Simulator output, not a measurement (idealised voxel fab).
Documented hereafter: the process module known as voxel fin reveal.
Square cell edge 5 nm, section width 255 nm, ID cut.
Cross-section spec: square-cell grid; bands listed top down; each band is one or more rows. Band entry format. Leading values: height of top, height of bottom, nm. Remainder: materials in left-to-right order, each with its width in nm. Special words: "throughout" on a single material, which then fills the band edge to edge; "air", empty space. Height reference: 0 = level under which incoming wafer is all one material. Lowest band: no bottom, runs on downward, e.g. "0 nm and below". Width "30..40": first value at the band's top row of cells, second value at its bottom row, equal change from row to row. No cell of the cross-section changed in a step that is given as "remained unchanged". You'll see "Enclosed empty spaces" listing empty spaces that have no way open to the top, as long as they're 8 cells or more; the notation is width x height at distance, where the distance is from the left edge, and all of it is in nm. Whatever follows a step's settings on its line is a remark the simulator itself makes about that step. A step's line can hold "overlay nm"; with a mask on that step, the setting says how far right of the planned place the mask lay, while a negative setting says it lay to the left.
BELOW IS THE LIST OF PLANNED PROCESS STEPS
1. RECEIVE | material Si
2. CONFORMAL_DEP | material SiN | thk nm 5
3. PATTERN | tone cover | mask id FINS | material resist | width nm 15 | pitch nm 45 | thk nm 15 | overlay nm 0
4. DIRECTIONAL_ETCH | etch materials SiN | depth nm 5
5. DIRECTIONAL_ETCH | etch materials Si | depth nm 30
6. STRIP | etch materials resist
7. FILL_DEP | material SiO2 | thk nm 5
8. CMP | height nm 5
9. SELECTIVE_ETCH | etch materials SiO2 | depth nm 15
10. STRIP | etch materials SiN
CROSS-SECTION OF THE WAFER AT RECEIPT, WHICH IS THE CONDITION AFTER STEP 1
	0 nm and below | Si throughout
	Enclosed empty spaces: none
CROSS-SECTION TAKEN AT MODULE COMPLETION ON THE FIRST OF TWO WAFERS; PROCESSED PER THE PLAN
	0 nm to -10 nm | 50 of air / 15 of Si / 30 of air / 15 of Si / 30 of air / 15 of Si / 30 of air / 15 of Si / 55 of air
	-10 nm to -30 nm | 50 of SiO2 / 15 of Si / 30 of SiO2 / 15 of Si / 30 of SiO2 / 15 of Si / 30 of SiO2 / 15 of Si / 55 of SiO2
	-30 nm and below | Si throughout
	Enclosed empty spaces: none
WHAT THE SECOND WAFER LOOKS LIKE IN CROSS-SECTION ONCE THE MODULE IS DONE. ITS START AND ITS PLAN MATCHED THE FIRST WAFER'S EXACTLY; WHAT DIFFERED WAS ONE MISTAKE IN HOW IT WAS RUN
	0 nm to -10 nm | 50 of air / 15 of Si / 30 of air / 15 of Si / 30 of air / 15 of Si / 30 of air / 15 of Si / 55 of air
	-10 nm to -25 nm | 50 of SiO2 / 15 of Si / 30 of SiO2 / 15 of Si / 30 of SiO2 / 15 of Si / 30 of SiO2 / 15 of Si / 55 of SiO2
	-25 nm and below | Si throughout
	Enclosed empty spaces: none
Nonconformance to the process plan: step 5 did not happen as planned, as run it was DIRECTIONAL_ETCH | etch materials Si | depth nm 25
Wafer comparison, final, in cells, second relative to first, materials more or fewer: 39 more of Si, 39 fewer of SiO2
